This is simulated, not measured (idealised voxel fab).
You're looking at the process module voxel trench capacitor.
Cross-section cut: width 215 nm, square cells of 5 nm.
Cross-section spec: square-cell grid; bands listed top down; each band is one or more rows.
For a band, the entry starts with two heights in nm, that of the top and then that of the bottom, and carries on with the band's materials in order from left to right, each alongside its width in nm; the word "full width" beside a single material means it fills the band edge to edge, and "empty" means empty space.
Convention: height 0 is the level below which the wafer, as received, is all one material. The lowest band does not terminate at the bottom but continues downward, represented as "0 down".
Note: "30..40" means the width goes from the first number (top row of the band) to the second number (bottom row) in equal steps per row of cells.
"left unchanged" for a step: no cell of the cross-section changed in that step.
Empty spaces counting at least 8 cells and having no open way to the top are listed in "Voids, enclosed". The notation width x height at distance is used for each, the distance being from the left edge and all three values in nm.
Past the settings on a step's line: simulator remark, on that step.
"overlay nm" denotes, for a step that has a mask, the displacement of the mask to the right of its planned place, with negative values corresponding to the left.
From here on the document is pairs. In a pair, the cross-section before one process step comes with the cross-section after it, and the latter goes no deeper than the lowest band that changed. What lies in between, the step and its settings, is written under the pair. A pair may be from a different run of this module on the same starting wafer than the pair above it, so it continues from that pair only where its entry headed "Pre-process" says so.
[Pre-process]
	0 down | Si full width
	Voids, enclosed: none
[Resulting Structure]
	10 to 0 | SiN full width
	Anything lower than 0 is untouched.
	Voids, enclosed: none
Quick note on the step between the two cross-sections above: op CONFORMAL_DEP | material SiN | thk nm 10
Pre-process: see the after view in the pair directly above.
[Resulting Structure]
	10 to 0 | 45 SiN; 30 empty; 15 SiN; 30 empty; 15 SiN; 30 empty; 50 SiN
	Anything lower than 0 is untouched.
	Voids, enclosed: none
Quick note on the step between the two cross-sections above: op MASKED_ETCH | tone open | mask id TRENCH | width nm 30 | pitch nm 45 | etch materials SiN | depth nm 10 | overlay nm 0
Pre-process: see the after view in the pair directly above.
[Resulting Structure]
	10 to 0 | 45 SiN; 30 empty; 15 SiN; 30 empty; 15 SiN; 30 empty; 50 SiN
	0 to -25 | 45 Si; 30 empty; 15 Si; 30 empty; 15 Si; 30 empty; 50 Si
	Anything lower than -25 is untouched.
	Voids, enclosed: none
Quick note on the step between the two cross-sections above: op MASKED_ETCH | tone open | mask id TRENCH | width nm 30 | pitch nm 45 | etch materials Si | depth nm 25 | overlay nm 0
Pre-process: see the after view in the pair directly above.
[Resulting Structure]
	15 to 10 | 50 Al2O3; 20 empty; 25 Al2O3; 20 empty; 25 Al2O3; 20 empty; 55 Al2O3
	10 to 0 | 45 SiN; 5 Al2O3; 20 empty; 5 Al2O3; 15 SiN; 5 Al2O3; 20 empty; 5 Al2O3; 15 SiN; 5 Al2O3; 20 empty; 5 Al2O3; 50 SiN
	0 to -20 | 45 Si; 5 Al2O3; 20 empty; 5 Al2O3; 15 Si; 5 Al2O3; 20 empty; 5 Al2O3; 15 Si; 5 Al2O3; 20 empty; 5 Al2O3; 50 Si
	-20 to -25 | 45 Si; 30 Al2O3; 15 Si; 30 Al2O3; 15 Si; 30 Al2O3; 50 Si
	Anything lower than -25 is untouched.
	Voids, enclosed: none
Quick note on the step between the two cross-sections above: op CONFORMAL_DEP | material Al2O3 | thk nm 5
Pre-process: see the after view in the pair directly above.
[Resulting Structure]
	20 to 15 | 55 TiN; 10 empty; 35 TiN; 10 empty; 35 TiN; 10 empty; 60 TiN
	15 to 10 | 50 Al2O3; 5 TiN; 10 empty; 5 TiN; 25 Al2O3; 5 TiN; 10 empty; 5 TiN; 25 Al2O3; 5 TiN; 10 empty; 5 TiN; 55 Al2O3
	10 to 0 | 45 SiN; 5 Al2O3; 5 TiN; 10 empty; 5 TiN; 5 Al2O3; 15 SiN; 5 Al2O3; 5 TiN; 10 empty; 5 TiN; 5 Al2O3; 15 SiN; 5 Al2O3; 5 TiN; 10 empty; 5 TiN; 5 Al2O3; 50 SiN
	0 to -15 | 45 Si; 5 Al2O3; 5 TiN; 10 empty; 5 TiN; 5 Al2O3; 15 Si; 5 Al2O3; 5 TiN; 10 empty; 5 TiN; 5 Al2O3; 15 Si; 5 Al2O3; 5 TiN; 10 empty; 5 TiN; 5 Al2O3; 50 Si
	-15 to -20 | 45 Si; 5 Al2O3; 20 TiN; 5 Al2O3; 15 Si; 5 Al2O3; 20 TiN; 5 Al2O3; 15 Si; 5 Al2O3; 20 TiN; 5 Al2O3; 50 Si
	Anything lower than -20 is untouched.
	Voids, enclosed: none
Quick note on the step between the two cross-sections above: op CONFORMAL_DEP | material TiN | thk nm 5
Pre-process: see the after view in the pair directly above.
[Resulting Structure]
	25 to 20 | W full width
	20 to 15 | 55 TiN; 10 W; 35 TiN; 10 W; 35 TiN; 10 W; 60 TiN
	15 to 10 | 50 Al2O3; 5 TiN; 10 W; 5 TiN; 25 Al2O3; 5 TiN; 10 W; 5 TiN; 25 Al2O3; 5 TiN; 10 W; 5 TiN; 55 Al2O3
	10 to 0 | 45 SiN; 5 Al2O3; 5 TiN; 10 W; 5 TiN; 5 Al2O3; 15 SiN; 5 Al2O3; 5 TiN; 10 W; 5 TiN; 5 Al2O3; 15 SiN; 5 Al2O3; 5 TiN; 10 W; 5 TiN; 5 Al2O3; 50 SiN
	0 to -15 | 45 Si; 5 Al2O3; 5 TiN; 10 W; 5 TiN; 5 Al2O3; 15 Si; 5 Al2O3; 5 TiN; 10 W; 5 TiN; 5 Al2O3; 15 Si; 5 Al2O3; 5 TiN; 10 W; 5 TiN; 5 Al2O3; 50 Si
	Anything lower than -15 is untouched.
	Voids, enclosed: none
Quick note on the step between the two cross-sections above: op FILL_DEP | material W | thk nm 5
Pre-process: see the after view in the pair directly above.
[Resulting Structure]
	10 to 0 | 45 SiN; 5 Al2O3; 5 TiN; 10 W; 5 TiN; 5 Al2O3; 15 SiN; 5 Al2O3; 5 TiN; 10 W; 5 TiN; 5 Al2O3; 15 SiN; 5 Al2O3; 5 TiN; 10 W; 5 TiN; 5 Al2O3; 50 SiN
	Anything lower than 0 is untouched.
	Voids, enclosed: none
Quick note on the step between the two cross-sections above: op CMP | height nm 10
[Pre-process]
	10 to 0 | 45 SiN; 30 empty; 15 SiN; 30 empty; 15 SiN; 30 empty; 50 SiN
	0 to -25 | 45 Si; 30 empty; 15 Si; 30 empty; 15 Si; 30 empty; 50 Si
	-25 down | Si full width
	Voids, enclosed: none
[Resulting Structure]
	15 to 10 | 50 TiN; 20 empty; 25 TiN; 20 empty; 25 TiN; 20 empty; 55 TiN
	10 to 0 | 45 SiN; 5 TiN; 20 empty; 5 TiN; 15 SiN; 5 TiN; 20 empty; 5 TiN; 15 SiN; 5 TiN; 20 empty; 5 TiN; 50 SiN
	0 to -20 | 45 Si; 5 TiN; 20 empty; 5 TiN; 15 Si; 5 TiN; 20 empty; 5 TiN; 15 Si; 5 TiN; 20 empty; 5 TiN; 50 Si
	-20 to -25 | 45 Si; 30 TiN; 15 Si; 30 TiN; 15 Si; 30 TiN; 50 Si
	Anything lower than -25 is untouched.
	Voids, enclosed: none
Quick note on the step between the two cross-sections above: op CONFORMAL_DEP | material TiN | thk nm 5
Pre-process: see the after view in the pair directly above.
[Resulting Structure]
	20 to 15 | W full width
	15 to 10 | 50 TiN; 20 W; 25 TiN; 20 W; 25 TiN; 20 W; 55 TiN
	10 to 0 | 45 SiN; 5 TiN; 20 W; 5 TiN; 15 SiN; 5 TiN; 20 W; 5 TiN; 15 SiN; 5 TiN; 20 W; 5 TiN; 50 SiN
	0 to -20 | 45 Si; 5 TiN; 20 W; 5 TiN; 15 Si; 5 TiN; 20 W; 5 TiN; 15 Si; 5 TiN; 20 W; 5 TiN; 50 Si
	Anything lower than -20 is untouched.
	Voids, enclosed: none
Quick note on the step between the two cross-sections above: op FILL_DEP | material W | thk nm 5
Pre-process: see the after view in the pair directly above.
[Resulting Structure]
	10 to 0 | 45 SiN; 5 TiN; 20 W; 5 TiN; 15 SiN; 5 TiN; 20 W; 5 TiN; 15 SiN; 5 TiN; 20 W; 5 TiN; 50 SiN
	Anything lower than 0 is untouched.
	Voids, enclosed: none
Quick note on the step between the two cross-sections above: op CMP | height nm 10
[Pre-process]
	10 to 0 | 45 SiN; 30 empty; 15 SiN; 30 empty; 15 SiN; 30 empty; 50 SiN
	0 to -25 | 45 Si; 30 empty; 15 Si; 30 empty; 15 Si; 30 empty; 50 Si
	-25 down | Si full width
	Voids, enclosed: none
[Resulting Structure]
	10 to 0 | 45 SiN; 30 empty; 15 SiN; 30 empty; 15 SiN; 30 empty; 50 SiN
	0 to -50 | 45 Si; 30 empty; 15 Si; 30 empty; 15 Si; 30 empty; 50 Si
	Anything lower than -50 is untouched.
	Voids, enclosed: none
Quick note on the step between the two cross-sections above: op MASKED_ETCH | tone open | mask id TRENCH | width nm 30 | pitch nm 45 | etch materials Si | depth nm 25 | overlay nm 0
Pre-process: see the after view in the pair directly above.
[Resulting Structure]
	15 to 10 | 50 Al2O3; 20 empty; 25 Al2O3; 20 empty; 25 Al2O3; 20 empty; 55 Al2O3
	10 to 0 | 45 SiN; 5 Al2O3; 20 empty; 5 Al2O3; 15 SiN; 5 Al2O3; 20 empty; 5 Al2O3; 15 SiN; 5 Al2O3; 20 empty; 5 Al2O3; 50 SiN
	0 to -45 | 45 Si; 5 Al2O3; 20 empty; 5 Al2O3; 15 Si; 5 Al2O3; 20 empty; 5 Al2O3; 15 Si; 5 Al2O3; 20 empty; 5 Al2O3; 50 Si
	-45 to -50 | 45 Si; 30 Al2O3; 15 Si; 30 Al2O3; 15 Si; 30 Al2O3; 50 Si
	Anything lower than -50 is untouched.
	Voids, enclosed: none
Quick note on the step between the two cross-sections above: op CONFORMAL_DEP | material Al2O3 | thk nm 5
Pre-process: see the after view in the pair directly above.
[Resulting Structure]
	20 to 15 | 55 TiN; 10 empty; 35 TiN; 10 empty; 35 TiN; 10 empty; 60 TiN
	15 to 10 | 50 Al2O3; 5 TiN; 10 empty; 5 TiN; 25 Al2O3; 5 TiN; 10 empty; 5 TiN; 25 Al2O3; 5 TiN; 10 empty; 5 TiN; 55 Al2O3
	10 to 0 | 45 SiN; 5 Al2O3; 5 TiN; 10 empty; 5 TiN; 5 Al2O3; 15 SiN; 5 Al2O3; 5 TiN; 10 empty; 5 TiN; 5 Al2O3; 15 SiN; 5 Al2O3; 5 TiN; 10 empty; 5 TiN; 5 Al2O3; 50 SiN
	0 to -40 | 45 Si; 5 Al2O3; 5 TiN; 10 empty; 5 TiN; 5 Al2O3; 15 Si; 5 Al2O3; 5 TiN; 10 empty; 5 TiN; 5 Al2O3; 15 Si; 5 Al2O3; 5 TiN; 10 empty; 5 TiN; 5 Al2O3; 50 Si
	-40 to -45 | 45 Si; 5 Al2O3; 20 TiN; 5 Al2O3; 15 Si; 5 Al2O3; 20 TiN; 5 Al2O3; 15 Si; 5 Al2O3; 20 TiN; 5 Al2O3; 50 Si
	Anything lower than -45 is untouched.
	Voids, enclosed: none
Quick note on the step between the two cross-sections above: op CONFORMAL_DEP | material TiN | thk nm 5
Pre-process: see the after view in the pair directly above.
[Resulting Structure]
	25 to 20 | W full width
	20 to 15 | 55 TiN; 10 W; 35 TiN; 10 W; 35 TiN; 10 W; 60 TiN
	15 to 10 | 50 Al2O3; 5 TiN; 10 W; 5 TiN; 25 Al2O3; 5 TiN; 10 W; 5 TiN; 25 Al2O3; 5 TiN; 10 W; 5 TiN; 55 Al2O3
	10 to 0 | 45 SiN; 5 Al2O3; 5 TiN; 10 W; 5 TiN; 5 Al2O3; 15 SiN; 5 Al2O3; 5 TiN; 10 W; 5 TiN; 5 Al2O3; 15 SiN; 5 Al2O3; 5 TiN; 10 W; 5 TiN; 5 Al2O3; 50 SiN
	0 to -40 | 45 Si; 5 Al2O3; 5 TiN; 10 W; 5 TiN; 5 Al2O3; 15 Si; 5 Al2O3; 5 TiN; 10 W; 5 TiN; 5 Al2O3; 15 Si; 5 Al2O3; 5 TiN; 10 W; 5 TiN; 5 Al2O3; 50 Si
	Anything lower than -40 is untouched.
	Voids, enclosed: none
Quick note on the step between the two cross-sections above: op FILL_DEP | material W | thk nm 5
Pre-process: see the after view in the pair directly above.
[Resulting Structure]
	10 to 0 | 45 SiN; 5 Al2O3; 5 TiN; 10 W; 5 TiN; 5 Al2O3; 15 SiN; 5 Al2O3; 5 TiN; 10 W; 5 TiN; 5 Al2O3; 15 SiN; 5 Al2O3; 5 TiN; 10 W; 5 TiN; 5 Al2O3; 50 SiN
	Anything lower than 0 is untouched.
	Voids, enclosed: none
Quick note on the step between the two cross-sections above: op CMP | height nm 10
[Pre-process]
	15 to 10 | 50 TiN; 20 empty; 25 TiN; 20 empty; 25 TiN; 20 empty; 55 TiN
	10 to 0 | 45 SiN; 5 TiN; 20 empty; 5 TiN; 15 SiN; 5 TiN; 20 empty; 5 TiN; 15 SiN; 5 TiN; 20 empty; 5 TiN; 50 SiN
	0 to -20 | 45 Si; 5 TiN; 20 empty; 5 TiN; 15 Si; 5 TiN; 20 empty; 5 TiN; 15 Si; 5 TiN; 20 empty; 5 TiN; 50 Si
	-20 to -25 | 45 Si; 30 TiN; 15 Si; 30 TiN; 15 Si; 30 TiN; 50 Si
	-25 down | Si full width
	Voids, enclosed: none
[Resulting Structure]
	20 to 15 | 55 Al2O3; 10 empty; 35 Al2O3; 10 empty; 35 Al2O3; 10 empty; 60 Al2O3
	15 to 10 | 50 TiN; 5 Al2O3; 10 empty; 5 Al2O3; 25 TiN; 5 Al2O3; 10 empty; 5 Al2O3; 25 TiN; 5 Al2O3; 10 empty; 5 Al2O3; 55 TiN
	10 to 0 | 45 SiN; 5 TiN; 5 Al2O3; 10 empty; 5 Al2O3; 5 TiN; 15 SiN; 5 TiN; 5 Al2O3; 10 empty; 5 Al2O3; 5 TiN; 15 SiN; 5 TiN; 5 Al2O3; 10 empty; 5 Al2O3; 5 TiN; 50 SiN
	0 to -15 | 45 Si; 5 TiN; 5 Al2O3; 10 empty; 5 Al2O3; 5 TiN; 15 Si; 5 TiN; 5 Al2O3; 10 empty; 5 Al2O3; 5 TiN; 15 Si; 5 TiN; 5 Al2O3; 10 empty; 5 Al2O3; 5 TiN; 50 Si
	-15 to -20 | 45 Si; 5 TiN; 20 Al2O3; 5 TiN; 15 Si; 5 TiN; 20 Al2O3; 5 TiN; 15 Si; 5 TiN; 20 Al2O3; 5 TiN; 50 Si
	Anything lower than -20 is untouched.
	Voids, enclosed: none
Quick note on the step between the two cross-sections above: op CONFORMAL_DEP | material Al2O3 | thk nm 5
Pre-process: see the after view in the pair directly above.
[Resulting Structure]
	25 to 20 | W full width
	20 to 15 | 55 Al2O3; 10 W; 35 Al2O3; 10 W; 35 Al2O3; 10 W; 60 Al2O3
	15 to 10 | 50 TiN; 5 Al2O3; 10 W; 5 Al2O3; 25 TiN; 5 Al2O3; 10 W; 5 Al2O3; 25 TiN; 5 Al2O3; 10 W; 5 Al2O3; 55 TiN
	10 to 0 | 45 SiN; 5 TiN; 5 Al2O3; 10 W; 5 Al2O3; 5 TiN; 15 SiN; 5 TiN; 5 Al2O3; 10 W; 5 Al2O3; 5 TiN; 15 SiN; 5 TiN; 5 Al2O3; 10 W; 5 Al2O3; 5 TiN; 50 SiN
	0 to -15 | 45 Si; 5 TiN; 5 Al2O3; 10 W; 5 Al2O3; 5 TiN; 15 Si; 5 TiN; 5 Al2O3; 10 W; 5 Al2O3; 5 TiN; 15 Si; 5 TiN; 5 Al2O3; 10 W; 5 Al2O3; 5 TiN; 50 Si
	Anything lower than -15 is untouched.
	Voids, enclosed: none
Quick note on the step between the two cross-sections above: op FILL_DEP | material W | thk nm 5
Pre-process: see the after view in the pair directly above.
[Resulting Structure]
	10 to 0 | 45 SiN; 5 TiN; 5 Al2O3; 10 W; 5 Al2O3; 5 TiN; 15 SiN; 5 TiN; 5 Al2O3; 10 W; 5 Al2O3; 5 TiN; 15 SiN; 5 TiN; 5 Al2O3; 10 W; 5 Al2O3; 5 TiN; 50 SiN
	Anything lower than 0 is untouched.
	Voids, enclosed: none
Quick note on the step between the two cross-sections above: op CMP | height nm 10
[Pre-process]
	25 to 20 | W full width
	20 to 15 | 55 TiN; 10 W; 35 TiN; 10 W; 35 TiN; 10 W; 60 TiN
	15 to 10 | 50 Al2O3; 5 TiN; 10 W; 5 TiN; 25 Al2O3; 5 TiN; 10 W; 5 TiN; 25 Al2O3; 5 TiN; 10 W; 5 TiN; 55 Al2O3
	10 to 0 | 45 SiN; 5 Al2O3; 5 TiN; 10 W; 5 TiN; 5 Al2O3; 15 SiN; 5 Al2O3; 5 TiN; 10 W; 5 TiN; 5 Al2O3; 15 SiN; 5 Al2O3; 5 TiN; 10 W; 5 TiN; 5 Al2O3; 50 SiN
	0 to -15 | 45 Si; 5 Al2O3; 5 TiN; 10 W; 5 TiN; 5 Al2O3; 15 Si; 5 Al2O3; 5 TiN; 10 W; 5 TiN; 5 Al2O3; 15 Si; 5 Al2O3; 5 TiN; 10 W; 5 TiN; 5 Al2O3; 50 Si
	-15 to -20 | 45 Si; 5 Al2O3; 20 TiN; 5 Al2O3; 15 Si; 5 Al2O3; 20 TiN; 5 Al2O3; 15 Si; 5 Al2O3; 20 TiN; 5 Al2O3; 50 Si
	-20 to -25 | 45 Si; 30 Al2O3; 15 Si; 30 Al2O3; 15 Si; 30 Al2O3; 50 Si
	-25 down | Si full width
	Voids, enclosed: none
[Resulting Structure]
	5 to 0 | 45 SiN; 5 Al2O3; 5 TiN; 10 W; 5 TiN; 5 Al2O3; 15 SiN; 5 Al2O3; 5 TiN; 10 W; 5 TiN; 5 Al2O3; 15 SiN; 5 Al2O3; 5 TiN; 10 W; 5 TiN; 5 Al2O3; 50 SiN
	Anything lower than 0 is untouched.
	Voids, enclosed: none
Quick note on the step between the two cross-sections above: op CMP | height nm 5
[Pre-process]
	10 to 0 | SiN full width
	0 down | Si full width
	Voids, enclosed: none
[Resulting Structure]
	10 to 0 | 50 SiN; 25 empty; 20 SiN; 25 empty; 20 SiN; 25 empty; 50 SiN
	Anything lower than 0 is untouched.
	Voids, enclosed: none
Quick note on the step between the two cross-sections above: op MASKED_ETCH | tone open | mask id TRENCH | width nm 25 | pitch nm 45 | etch materials SiN | depth nm 10 | overlay nm 0
Pre-process: see the after view in the pair directly above.
[Resulting Structure]
	10 to 0 | 50 SiN; 25 empty; 20 SiN; 25 empty; 20 SiN; 25 empty; 50 SiN
	0 to -25 | 50 Si; 25 empty; 20 Si; 25 empty; 20 Si; 25 empty; 50 Si
	Anything lower than -25 is untouched.
	Voids, enclosed: none
Quick note on the step between the two cross-sections above: op MASKED_ETCH | tone open | mask id TRENCH | width nm 30 | pitch nm 45 | etch materials Si | depth nm 25 | overlay nm 0
Pre-process: see the after view in the pair directly above.
[Resulting Structure]
	15 to 10 | 55 Al2O3; 15 empty; 30 Al2O3; 15 empty; 30 Al2O3; 15 empty; 55 Al2O3
	10 to 0 | 50 SiN; 5 Al2O3; 15 empty; 5 Al2O3; 20 SiN; 5 Al2O3; 15 empty; 5 Al2O3; 20 SiN; 5 Al2O3; 15 empty; 5 Al2O3; 50 SiN
	0 to -20 | 50 Si; 5 Al2O3; 15 empty; 5 Al2O3; 20 Si; 5 Al2O3; 15 empty; 5 Al2O3; 20 Si; 5 Al2O3; 15 empty; 5 Al2O3; 50 Si
	-20 to -25 | 50 Si; 25 Al2O3; 20 Si; 25 Al2O3; 20 Si; 25 Al2O3; 50 Si
	Anything lower than -25 is untouched.
	Voids, enclosed: none
Quick note on the step between the two cross-sections above: op CONFORMAL_DEP | material Al2O3 | thk nm 5
Pre-process: see the after view in the pair directly above.
[Resulting Structure]
	20 to 15 | 60 TiN; 5 empty; 40 TiN; 5 empty; 40 TiN; 5 empty; 60 TiN
	15 to 10 | 55 Al2O3; 5 TiN; 5 empty; 5 TiN; 30 Al2O3; 5 TiN; 5 empty; 5 TiN; 30 Al2O3; 5 TiN; 5 empty; 5 TiN; 55 Al2O3
	10 to 0 | 50 SiN; 5 Al2O3; 5 TiN; 5 empty; 5 TiN; 5 Al2O3; 20 SiN; 5 Al2O3; 5 TiN; 5 empty; 5 TiN; 5 Al2O3; 20 SiN; 5 Al2O3; 5 TiN; 5 empty; 5 TiN; 5 Al2O3; 50 SiN
	0 to -15 | 50 Si; 5 Al2O3; 5 TiN; 5 empty; 5 TiN; 5 Al2O3; 20 Si; 5 Al2O3; 5 TiN; 5 empty; 5 TiN; 5 Al2O3; 20 Si; 5 Al2O3; 5 TiN; 5 empty; 5 TiN; 5 Al2O3; 50 Si
	-15 to -20 | 50 Si; 5 Al2O3; 15 TiN; 5 Al2O3; 20 Si; 5 Al2O3; 15 TiN; 5 Al2O3; 20 Si; 5 Al2O3; 15 TiN; 5 Al2O3; 50 Si
	Anything lower than -20 is untouched.
	Voids, enclosed: none
Quick note on the step between the two cross-sections above: op CONFORMAL_DEP | material TiN | thk nm 5
Pre-process: see the after view in the pair directly above.
[Resulting Structure]
	25 to 20 | W full width
	20 to 15 | 60 TiN; 5 W; 40 TiN; 5 W; 40 TiN; 5 W; 60 TiN
	15 to 10 | 55 Al2O3; 5 TiN; 5 W; 5 TiN; 30 Al2O3; 5 TiN; 5 W; 5 TiN; 30 Al2O3; 5 TiN; 5 W; 5 TiN; 55 Al2O3
	10 to 0 | 50 SiN; 5 Al2O3; 5 TiN; 5 W; 5 TiN; 5 Al2O3; 20 SiN; 5 Al2O3; 5 TiN; 5 W; 5 TiN; 5 Al2O3; 20 SiN; 5 Al2O3; 5 TiN; 5 W; 5 TiN; 5 Al2O3; 50 SiN
	0 to -15 | 50 Si; 5 Al2O3; 5 TiN; 5 W; 5 TiN; 5 Al2O3; 20 Si; 5 Al2O3; 5 TiN; 5 W; 5 TiN; 5 Al2O3; 20 Si; 5 Al2O3; 5 TiN; 5 W; 5 TiN; 5 Al2O3; 50 Si
	Anything lower than -15 is untouched.
	Voids, enclosed: none
Quick note on the step between the two cross-sections above: op FILL_DEP | material W | thk nm 5
Pre-process: see the after view in the pair directly above.
[Resulting Structure]
	10 to 0 | 50 SiN; 5 Al2O3; 5 TiN; 5 W; 5 TiN; 5 Al2O3; 20 SiN; 5 Al2O3; 5 TiN; 5 W; 5 TiN; 5 Al2O3; 20 SiN; 5 Al2O3; 5 TiN; 5 W; 5 TiN; 5 Al2O3; 50 SiN
	Anything lower than 0 is untouched.
	Voids, enclosed: none
Quick note on the step between the two cross-sections above: op CMP | height nm 10
[Pre-process]
	10 to 0 | 45 SiN; 30 empty; 15 SiN; 30 empty; 15 SiN; 30 empty; 50 SiN
	0 down | Si full width
	Voids, enclosed: none
[Resulting Structure]
	10 to 0 | 45 SiN; 30 empty; 15 SiN; 30 empty; 15 SiN; 30 empty; 50 SiN
	0 to -25 | 45 Si; 25 empty; 20 Si; 25 empty; 20 Si; 25 empty; 55 Si
	Anything lower than -25 is untouched.
	Voids, enclosed: none
Quick note on the step between the two cross-sections above: op MASKED_ETCH | tone open | mask id TRENCH | width nm 30 | pitch nm 45 | etch materials Si | depth nm 25 | overlay nm -5
Pre-process: see the after view in the pair directly above.
[Resulting Structure]
	15 to 10 | 50 Al2O3; 20 empty; 25 Al2O3; 20 empty; 25 Al2O3; 20 empty; 55 Al2O3
	10 to 0 | 45 SiN; 5 Al2O3; 20..15 empty; 5..10 Al2O3; 15 SiN; 5 Al2O3; 20..15 empty; 5..10 Al2O3; 15 SiN; 5 Al2O3; 20..15 empty; 5..10 Al2O3; 50 SiN
	0 to -20 | 45 Si; 5 Al2O3; 15 empty; 5 Al2O3; 20 Si; 5 Al2O3; 15 empty; 5 Al2O3; 20 Si; 5 Al2O3; 15 empty; 5 Al2O3; 55 Si
	-20 to -25 | 45 Si; 25 Al2O3; 20 Si; 25 Al2O3; 20 Si; 25 Al2O3; 55 Si
	Anything lower than -25 is untouched.
	Voids, enclosed: none
Quick note on the step between the two cross-sections above: op CONFORMAL_DEP | material Al2O3 | thk nm 5
Pre-process: see the after view in the pair directly above.
[Resulting Structure]
	20 to 15 | 55 TiN; 10 empty; 35 TiN; 10 empty; 35 TiN; 10 empty; 60 TiN
	15 to 10 | 50 Al2O3; 5 TiN; 10 empty; 5 TiN; 25 Al2O3; 5 TiN; 10 empty; 5 TiN; 25 Al2O3; 5 TiN; 10 empty; 5 TiN; 55 Al2O3
	10 to 0 | 45 SiN; 5 Al2O3; 5 TiN; 5 empty; 10..5 TiN; 5..10 Al2O3; 15 SiN; 5 Al2O3; 5 TiN; 5 empty; 10..5 TiN; 5..10 Al2O3; 15 SiN; 5 Al2O3; 5 TiN; 5 empty; 10..5 TiN; 5..10 Al2O3; 50 SiN
	0 to -15 | 45 Si; 5 Al2O3; 5 TiN; 5 empty; 5 TiN; 5 Al2O3; 20 Si; 5 Al2O3; 5 TiN; 5 empty; 5 TiN; 5 Al2O3; 20 Si; 5 Al2O3; 5 TiN; 5 empty; 5 TiN; 5 Al2O3; 55 Si
	-15 to -20 | 45 Si; 5 Al2O3; 15 TiN; 5 Al2O3; 20 Si; 5 Al2O3; 15 TiN; 5 Al2O3; 20 Si; 5 Al2O3; 15 TiN; 5 Al2O3; 55 Si
	Anything lower than -20 is untouched.
	Voids, enclosed: none
Quick note on the step between the two cross-sections above: op CONFORMAL_DEP | material TiN | thk nm 5
Pre-process: see the after view in the pair directly above.
[Resulting Structure]
	25 to 20 | W full width
	20 to 15 | 55 TiN; 10 W; 35 TiN; 10 W; 35 TiN; 10 W; 60 TiN
	15 to 10 | 50 Al2O3; 5 TiN; 10 W; 5 TiN; 25 Al2O3; 5 TiN; 10 W; 5 TiN; 25 Al2O3; 5 TiN; 10 W; 5 TiN; 55 Al2O3
	10 to 0 | 45 SiN; 5 Al2O3; 5 TiN; 5 W; 10..5 TiN; 5..10 Al2O3; 15 SiN; 5 Al2O3; 5 TiN; 5 W; 10..5 TiN; 5..10 Al2O3; 15 SiN; 5 Al2O3; 5 TiN; 5 W; 10..5 TiN; 5..10 Al2O3; 50 SiN
	0 to -15 | 45 Si; 5 Al2O3; 5 TiN; 5 W; 5 TiN; 5 Al2O3; 20 Si; 5 Al2O3; 5 TiN; 5 W; 5 TiN; 5 Al2O3; 20 Si; 5 Al2O3; 5 TiN; 5 W; 5 TiN; 5 Al2O3; 55 Si
	Anything lower than -15 is untouched.
	Voids, enclosed: none
Quick note on the step between the two cross-sections above: op FILL_DEP | material W | thk nm 5
Pre-process: see the after view in the pair directly above.
[Resulting Structure]
	10 to 0 | 45 SiN; 5 Al2O3; 5 TiN; 5 W; 10..5 TiN; 5..10 Al2O3; 15 SiN; 5 Al2O3; 5 TiN; 5 W; 10..5 TiN; 5..10 Al2O3; 15 SiN; 5 Al2O3; 5 TiN; 5 W; 10..5 TiN; 5..10 Al2O3; 50 SiN
	Anything lower than 0 is untouched.
	Voids, enclosed: none
Quick note on the step between the two cross-sections above: op CMP | height nm 10
[Pre-process]
	10 to 0 | 45 SiN; 30 empty; 15 SiN; 30 empty; 15 SiN; 30 empty; 50 SiN
	0 to -25 | 45 Si; 30 empty; 15 Si; 30 empty; 15 Si; 30 empty; 50 Si
	-25 down | Si full width
	Voids, enclosed: none
[Resulting Structure]
	15 to 10 | 50 W; 20 empty; 25 W; 20 empty; 25 W; 20 empty; 55 W
	10 to 0 | 45 SiN; 5 W; 20 empty; 5 W; 15 SiN; 5 W; 20 empty; 5 W; 15 SiN; 5 W; 20 empty; 5 W; 50 SiN
	0 to -20 | 45 Si; 5 W; 20 empty; 5 W; 15 Si; 5 W; 20 empty; 5 W; 15 Si; 5 W; 20 empty; 5 W; 50 Si
	-20 to -25 | 45 Si; 30 W; 15 Si; 30 W; 15 Si; 30 W; 50 Si
	Anything lower than -25 is untouched.
	Voids, enclosed: none
Quick note on the step between the two cross-sections above: op CONFORMAL_DEP | material W | thk nm 5
Pre-process: see the after view in the pair directly above.
[Resulting Structure]
	20 to 15 | 55 TiN; 10 empty; 35 TiN; 10 empty; 35 TiN; 10 empty; 60 TiN
	15 to 10 | 50 W; 5 TiN; 10 empty; 5 TiN; 25 W; 5 TiN; 10 empty; 5 TiN; 25 W; 5 TiN; 10 empty; 5 TiN; 55 W
	10 to 0 | 45 SiN; 5 W; 5 TiN; 10 empty; 5 TiN; 5 W; 15 SiN; 5 W; 5 TiN; 10 empty; 5 TiN; 5 W; 15 SiN; 5 W; 5 TiN; 10 empty; 5 TiN; 5 W; 50 SiN
	0 to -15 | 45 Si; 5 W; 5 TiN; 10 empty; 5 TiN; 5 W; 15 Si; 5 W; 5 TiN; 10 empty; 5 TiN; 5 W; 15 Si; 5 W; 5 TiN; 10 empty; 5 TiN; 5 W; 50 Si
	-15 to -20 | 45 Si; 5 W; 20 TiN; 5 W; 15 Si; 5 W; 20 TiN; 5 W; 15 Si; 5 W; 20 TiN; 5 W; 50 Si
	Anything lower than -20 is untouched.
	Voids, enclosed: none
Quick note on the step between the two cross-sections above: op CONFORMAL_DEP | material TiN | thk nm 5
Pre-process: see the after view in the pair directly above.
[Resulting Structure]
	25 to 20 | W full width
	20 to 15 | 55 TiN; 10 W; 35 TiN; 10 W; 35 TiN; 10 W; 60 TiN
	15 to 10 | 50 W; 5 TiN; 10 W; 5 TiN; 25 W; 5 TiN; 10 W; 5 TiN; 25 W; 5 TiN; 10 W; 5 TiN; 55 W
	10 to 0 | 45 SiN; 5 W; 5 TiN; 10 W; 5 TiN; 5 W; 15 SiN; 5 W; 5 TiN; 10 W; 5 TiN; 5 W; 15 SiN; 5 W; 5 TiN; 10 W; 5 TiN; 5 W; 50 SiN
	0 to -15 | 45 Si; 5 W; 5 TiN; 10 W; 5 TiN; 5 W; 15 Si; 5 W; 5 TiN; 10 W; 5 TiN; 5 W; 15 Si; 5 W; 5 TiN; 10 W; 5 TiN; 5 W; 50 Si
	Anything lower than -15 is untouched.
	Voids, enclosed: none
Quick note on the step between the two cross-sections above: op FILL_DEP | material W | thk nm 5
Pre-process: see the after view in the pair directly above.
[Resulting Structure]
	10 to 0 | 45 SiN; 5 W; 5 TiN; 10 W; 5 TiN; 5 W; 15 SiN; 5 W; 5 TiN; 10 W; 5 TiN; 5 W; 15 SiN; 5 W; 5 TiN; 10 W; 5 TiN; 5 W; 50 SiN
	Anything lower than 0 is untouched.
	Voids, enclosed: none
Quick note on the step between the two cross-sections above: op CMP | height nm 10
